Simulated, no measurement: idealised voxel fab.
This is a process module. Its name is voxel wiring stack.
FYI the section here is cut, 290 nm wide, cells are 5 nm squares.
This document writes a cross-section as a grid whose cells are square, and gives it as bands, listed from the top down; one or more rows of cells form a band.
Top height, bottom height, nm. Materials left to right, width each, nm. Single material + "throughout" = fills band edge to edge. "blank" = empty.
Measure heights from 0. That's the level where, below it, the as-received wafer is all one material. The lowest band is bottomless and extends downward; write it as in "0 down".
Quick explanation for "30..40": the width changes in equal steps down the rows of cells, from the first number in the band's top row to the second number in its bottom row.
For the purposes of this document, the phrase "nothing was modified" attached to a step denotes that no cell within the cross-section was modified by that step.
Voids not open to the top, 8 cells minimum: see "Voids, sealed". Written width x height at distance; distance is from the left edge; nm.
Read whatever lies past the settings on a step's line as the simulator's own remark about the step.
overlay nm: right-of-plan distance of the mask on a masked step; negative values mean left-of-plan.
Steps planned for the process:
step 1: RECEIVE | material Si
step 2: CONFORMAL_DEP | material SiO2 | thk nm 10
step 3: CONFORMAL_DEP | material SiN | thk nm 5
step 4: DIRECTIONAL_DEP | material lowk | thk nm 15
step 5: MASKED_ETCH | tone open | mask id METAL_1 | width nm 20 | pitch nm 50 | etch materials lowk | depth nm 15 | overlay nm 0
step 6: MASKED_ETCH | tone open | mask id METAL_1 | width nm 20 | pitch nm 50 | etch materials SiN | depth nm 5 | overlay nm 0
step 7: CONFORMAL_DEP | material TiN | thk nm 5
step 8: FILL_DEP | material Cu | thk nm 5
step 9: CMP | height nm 30
step 10: CONFORMAL_DEP | material SiCN | thk nm 5
step 11: DIRECTIONAL_DEP | material SiO2 | thk nm 30
step 12: PATTERN | tone open | mask id METAL_2_HOLES | material resist | width nm 15 | pitch nm 50 | thk nm 15 | overlay nm 0
step 13: DIRECTIONAL_ETCH | etch materials SiO2 | depth nm 30
step 14: STRIP | etch materials resist
step 15: MASKED_ETCH | tone open | mask id METAL_2 | width nm 20 | pitch nm 50 | etch materials SiO2 | depth nm 15 | overlay nm 0
step 16: MASKED_ETCH | tone open | mask id METAL_2 | width nm 20 | pitch nm 50 | etch materials SiCN | depth nm 5 | overlay nm 0
step 17: CONFORMAL_DEP | material TiN | thk nm 5
step 18: FILL_DEP | material Cu | thk nm 5
step 19: CMP | height nm 65
step 20: CONFORMAL_DEP | material SiCN | thk nm 5
Account of the first of two wafers, which was processed as intended:
Cross-section, incoming material, after step 1:
- 0 down = Si throughout
- Voids, sealed: none
You're looking at a cross-section of the wafer after step 2:
- 10 to 0 = SiO2 throughout
- Under 0: no change, same as before.
You're looking at a cross-section of the wafer after step 3:
- 15 to 10 = SiN throughout
- Under 10: no change, same as before.
You're looking at a cross-section of the wafer after step 4:
- 30 to 15 = lowk throughout
- Under 15: no change, same as before.
You're looking at a cross-section of the wafer after step 5:
- 30 to 15 = lowk 60, then blank 20, then lowk 30, then blank 20, then lowk 30, then blank 20, then lowk 30, then blank 20, then lowk 60
- Under 15: no change, same as before.
You're looking at a cross-section of the wafer after step 6:
- 30 to 15 = lowk 60, then blank 20, then lowk 30, then blank 20, then lowk 30, then blank 20, then lowk 30, then blank 20, then lowk 60
- 15 to 10 = SiN 60, then blank 20, then SiN 30, then blank 20, then SiN 30, then blank 20, then SiN 30, then blank 20, then SiN 60
- Under 10: no change, same as before.
You're looking at a cross-section of the wafer after step 7:
- 35 to 30 = TiN 65, then blank 10, then TiN 40, then blank 10, then TiN 40, then blank 10, then TiN 40, then blank 10, then TiN 65
- 30 to 15 = lowk 60, then TiN 5, then blank 10, then TiN 5, then lowk 30, then TiN 5, then blank 10, then TiN 5, then lowk 30, then TiN 5, then blank 10, then TiN 5, then lowk 30, then TiN 5, then blank 10, then TiN 5, then lowk 60
- 15 to 10 = SiN 60, then TiN 20, then SiN 30, then TiN 20, then SiN 30, then TiN 20, then SiN 30, then TiN 20, then SiN 60
- Under 10: no change, same as before.
You're looking at a cross-section of the wafer after step 8:
- 40 to 35 = Cu throughout
- 35 to 30 = TiN 65, then Cu 10, then TiN 40, then Cu 10, then TiN 40, then Cu 10, then TiN 40, then Cu 10, then TiN 65
- 30 to 15 = lowk 60, then TiN 5, then Cu 10, then TiN 5, then lowk 30, then TiN 5, then Cu 10, then TiN 5, then lowk 30, then TiN 5, then Cu 10, then TiN 5, then lowk 30, then TiN 5, then Cu 10, then TiN 5, then lowk 60
- Under 15: no change, same as before.
You're looking at a cross-section of the wafer after step 9:
- 30 to 15 = lowk 60, then TiN 5, then Cu 10, then TiN 5, then lowk 30, then TiN 5, then Cu 10, then TiN 5, then lowk 30, then TiN 5, then Cu 10, then TiN 5, then lowk 30, then TiN 5, then Cu 10, then TiN 5, then lowk 60
- Under 15: no change, same as before.
You're looking at a cross-section of the wafer after step 10:
- 35 to 30 = SiCN throughout
- Under 30: no change, same as before.
You're looking at a cross-section of the wafer after step 11:
- 65 to 35 = SiO2 throughout
- Under 35: no change, same as before.
You're looking at a cross-section of the wafer after step 12:
- 80 to 65 = resist 60, then blank 15, then resist 35, then blank 15, then resist 35, then blank 15, then resist 35, then blank 15, then resist 65
- Under 65: no change, same as before.
You're looking at a cross-section of the wafer after step 13:
- 80 to 65 = resist 60, then blank 15, then resist 35, then blank 15, then resist 35, then blank 15, then resist 35, then blank 15, then resist 65
- 65 to 35 = SiO2 60, then blank 15, then SiO2 35, then blank 15, then SiO2 35, then blank 15, then SiO2 35, then blank 15, then SiO2 65
- Under 35: no change, same as before.
You're looking at a cross-section of the wafer after step 14:
- 65 to 35 = SiO2 60, then blank 15, then SiO2 35, then blank 15, then SiO2 35, then blank 15, then SiO2 35, then blank 15, then SiO2 65
- Under 35: no change, same as before.
You're looking at a cross-section of the wafer after step 15:
- 65 to 50 = SiO2 60, then blank 20, then SiO2 30, then blank 20, then SiO2 30, then blank 20, then SiO2 30, then blank 20, then SiO2 60
- Under 50: no change, same as before.
You're looking at a cross-section of the wafer after step 16:
- 65 to 50 = SiO2 60, then blank 20, then SiO2 30, then blank 20, then SiO2 30, then blank 20, then SiO2 30, then blank 20, then SiO2 60
- 50 to 35 = SiO2 60, then blank 15, then SiO2 35, then blank 15, then SiO2 35, then blank 15, then SiO2 35, then blank 15, then SiO2 65
- 35 to 30 = SiCN 60, then blank 15, then SiCN 35, then blank 15, then SiCN 35, then blank 15, then SiCN 35, then blank 15, then SiCN 65
- Under 30: no change, same as before.
You're looking at a cross-section of the wafer after step 17:
- 70 to 65 = TiN 65, then blank 10, then TiN 40, then blank 10, then TiN 40, then blank 10, then TiN 40, then blank 10, then TiN 65
- 65 to 55 = SiO2 60, then TiN 5, then blank 10, then TiN 5, then SiO2 30, then TiN 5, then blank 10, then TiN 5, then SiO2 30, then TiN 5, then blank 10, then TiN 5, then SiO2 30, then TiN 5, then blank 10, then TiN 5, then SiO2 60
- 55 to 50 = SiO2 60, then TiN 5, then blank 5, then TiN 10, then SiO2 30, then TiN 5, then blank 5, then TiN 10, then SiO2 30, then TiN 5, then blank 5, then TiN 10, then SiO2 30, then TiN 5, then blank 5, then TiN 10, then SiO2 60
- 50 to 35 = SiO2 60, then TiN 5, then blank 5, then TiN 5, then SiO2 35, then TiN 5, then blank 5, then TiN 5, then SiO2 35, then TiN 5, then blank 5, then TiN 5, then SiO2 35, then TiN 5, then blank 5, then TiN 5, then SiO2 65
- 35 to 30 = SiCN 60, then TiN 15, then SiCN 35, then TiN 15, then SiCN 35, then TiN 15, then SiCN 35, then TiN 15, then SiCN 65
- Under 30: no change, same as before.
You're looking at a cross-section of the wafer after step 18:
- 75 to 70 = Cu throughout
- 70 to 65 = TiN 65, then Cu 10, then TiN 40, then Cu 10, then TiN 40, then Cu 10, then TiN 40, then Cu 10, then TiN 65
- 65 to 55 = SiO2 60, then TiN 5, then Cu 10, then TiN 5, then SiO2 30, then TiN 5, then Cu 10, then TiN 5, then SiO2 30, then TiN 5, then Cu 10, then TiN 5, then SiO2 30, then TiN 5, then Cu 10, then TiN 5, then SiO2 60
- 55 to 50 = SiO2 60, then TiN 5, then Cu 5, then TiN 10, then SiO2 30, then TiN 5, then Cu 5, then TiN 10, then SiO2 30, then TiN 5, then Cu 5, then TiN 10, then SiO2 30, then TiN 5, then Cu 5, then TiN 10, then SiO2 60
- 50 to 35 = SiO2 60, then TiN 5, then Cu 5, then TiN 5, then SiO2 35, then TiN 5, then Cu 5, then TiN 5, then SiO2 35, then TiN 5, then Cu 5, then TiN 5, then SiO2 35, then TiN 5, then Cu 5, then TiN 5, then SiO2 65
- Under 35: no change, same as before.
You're looking at a cross-section of the wafer after step 19:
- 65 to 55 = SiO2 60, then TiN 5, then Cu 10, then TiN 5, then SiO2 30, then TiN 5, then Cu 10, then TiN 5, then SiO2 30, then TiN 5, then Cu 10, then TiN 5, then SiO2 30, then TiN 5, then Cu 10, then TiN 5, then SiO2 60
- Under 55: no change, same as before.
You're looking at a cross-section of the wafer after step 20:
- 70 to 65 = SiCN throughout
- Under 65: no change, same as before.
Second wafer - shared start and plan with the first - one error in running - same as the first up to step 18 inclusive:
Second wafer cross-section, taken as of the time the plan sets for step 19 to be done:
- 55 to 50 = SiO2 60, then TiN 5, then Cu 5, then TiN 10, then SiO2 30, then TiN 5, then Cu 5, then TiN 10, then SiO2 30, then TiN 5, then Cu 5, then TiN 10, then SiO2 30, then TiN 5, then Cu 5, then TiN 10, then SiO2 60
- Under 50: no change, same as before.
Second wafer cross-section, taken as of the time the plan sets for step 20 to be done:
- 60 to 55 = SiCN throughout
- Under 55: no change, same as before.
Finding, execution versus plan: note that step 19 departed from the planned setting and was carried out as CMP | height nm 55
Wrapping up, a cell-based count of both wafers puts the second over or under the first for these materials: -16 Cu, -84 SiO2, -16 TiN
